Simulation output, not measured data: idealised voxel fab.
The process module that follows is named voxel fin reveal.
The cross-section shown here is cut; it is 175 nm wide and divided into square cells measuring 5 nm on a side.
Square cells in a grid make up a cross-section in this document, and the grid is given as bands, listed from the top down, each one or more rows of cells. Quick guide to a band line: top height, bottom height (nm) up front; then every material left to right with its width in nm. Only one material and it's marked "everywhere"? Then it fills the band edge to edge. And "air" just means empty space. All heights in this document are referenced to 0, defined as the level beneath which the wafer, as received, consists entirely of one material. The lowest band is not bounded below; it extends indefinitely downward and is written in the form "0 nm and below". So if you see something like "30..40" for the width, read it as the top row of the band sitting at the first number and the bottom row at the second, with every row in between moving by the same amount as the last. Basically "left unchanged" means that step didn't change any cell in the cross-section. Entry "Trapped void list". Content: empty spaces with no open connection to the top, size 8 cells or greater. Each: width x height at distance. Distance: from left edge. Unit: nm. What comes after the settings on a step's line is commentary from the simulator itself on that step. The setting "overlay nm" may be written on the line of a step. When the step uses a mask, the value reports how far to the right of the planned place the mask lay, and a negative value reports that it lay to the left.

[Below is the list of planned process steps]
| 1 | RECEIVE | material Si |
| 2 | CONFORMAL_DEP | material SiN | thk nm 10 |
| 3 | MASKED_ETCH | tone cover | mask id FINS | width nm 15 | pitch nm 35 | etch materials SiN | depth nm 10 | overlay nm 0 |
| 4 | MASKED_ETCH | tone cover | mask id FINS | width nm 15 | pitch nm 35 | etch materials Si | depth nm 35 | overlay nm 0 |
| 5 | OXIDIZE | depth nm 5 |
| 6 | FILL_DEP | material SiO2 | thk nm 15 |
| 7 | CMP | height nm 10 |
| 8 | SELECTIVE_ETCH | etch materials SiO2 | depth nm 20 |
| 9 | STRIP | etch materials SiN |
Be aware that, although all wafers share a common starting state, the depth nm at step 8 differs among them, and the plan displays the first wafer's value.

[Cross-section: the first of several wafers in its as-received state, i.e. following step 1]
	0 nm and below = Si everywhere
	Trapped void list: none

[At the end of the module, after its last step, step 9, the first of several wafers appears in cross-section as follows]
	0 nm to -10 nm = air=65 / Si=5 / air=30 / Si=5 / air=70
	-10 nm to -40 nm = SiO2=65 / Si=5 / SiO2=30 / Si=5 / SiO2=70
	-40 nm and below = Si everywhere
	Trapped void list: none

[Module end, final wafer: cross-section]
	0 nm to -35 nm = air=65 / Si=5 / air=30 / Si=5 / air=70
	-35 nm to -40 nm = SiO2=65 / Si=5 / SiO2=30 / Si=5 / SiO2=70
	-40 nm and below = Si everywhere
	Trapped void list: none

[Per wafer, end of module: cells gained (+) or lost (-) per material since receipt, then closed voids]
depth nm 20, -264 Si, +198 SiO2, Trapped void list: none
depth nm 25, -264 Si, +165 SiO2, Trapped void list: none
depth nm 30, -264 Si, +132 SiO2, Trapped void list: none
depth nm 35, -264 Si, +99 SiO2, Trapped void list: none
depth nm 40, -264 Si, +66 SiO2, Trapped void list: none
depth nm 45, -264 Si, +33 SiO2, Trapped void list: none
